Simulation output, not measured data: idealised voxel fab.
process module | voxel quadruple lines
cross-section cut | 185 nm wide | cells 5 nm
A cross-section is a grid of square cells, given in bands from the top down. A band is one or more rows of cells.
Each band's line starts with the height of the band's top and of its bottom, in nm. Then come its materials from left to right, each with its width in nm. One material with "throughout" fills the band from edge to edge. "air" is empty space.
Height 0 is the level under which the wafer as received is all one material. The lowest band goes on downwards, as in "0 down".
A width such as "30 to 40" changes by the same amount from each row of cells to the next, from the band's top row to its bottom row.
"no change" after a step means that no cell of the cross-section changed.
closed voids: empty space of 8 cells or more with no open way to the top, each as width x height at its distance from the left edge, in nm
after a step's settings: what the simulator itself notes on the step
overlay nm, on a step with a mask: how far to the right of its planned place the mask lay; to the left if negative
plan
1 op RECEIVE | material Si
2 op CONFORMAL_DEP | material Al2O3 | thk nm 10
3 op DIRECTIONAL_DEP | material Ru | thk nm 10
4 op DIRECTIONAL_DEP | material polySi | thk nm 20
5 op DIRECTIONAL_DEP | material aC | thk nm 20
6 op PATTERN | tone cover | mask id MANDREL | material resist | width nm 25 | pitch nm 80 | thk nm 30 | overlay nm 0
7 op DIRECTIONAL_ETCH | etch materials aC | depth nm 20
8 op STRIP | etch materials resist
9 op CONFORMAL_DEP | material SiO2 | thk nm 15
10 op DIRECTIONAL_ETCH | etch materials SiO2 | depth nm 15
11 op STRIP | etch materials aC
12 op DIRECTIONAL_ETCH | etch materials polySi | depth nm 20
13 op STRIP | etch materials SiO2
14 op CONFORMAL_DEP | material SiN | thk nm 5
15 op DIRECTIONAL_ETCH | etch materials SiN | depth nm 5
16 op STRIP | etch materials polySi
17 op DIRECTIONAL_ETCH | etch materials Ru | depth nm 10
18 op STRIP | etch materials SiN
as received, after step 1
  0 down: Si throughout
  closed voids: none
first wafer at the end, as planned
  20 to 10: air 20 | Ru 5 | air 15 | Ru 5 | air 15 | Ru 5 | air 15 | Ru 5 | air 15 | Ru 5 | air 15 | Ru 5 | air 15 | Ru 5 | air 15 | Ru 5 | air 20
  10 to 0: Al2O3 throughout
  0 down: Si throughout
  closed voids: none
second wafer at the end: like start, like plan, one mistake
  20 to 10: air 25 | Ru 5 | air 15 | Ru 5 | air 15 | Ru 5 | air 15 | Ru 5 | air 15 | Ru 5 | air 15 | Ru 5 | air 15 | Ru 5 | air 15 | Ru 5 | air 15
  10 to 0: Al2O3 throughout
  0 down: Si throughout
  closed voids: none
what went wrong: step 6 ran as: op PATTERN | tone cover | mask id MANDREL | material resist | width nm 25 | pitch nm 80 | thk nm 30 | overlay nm 5
at the end the second wafer has, in cells: as many of each material as the first, in other places
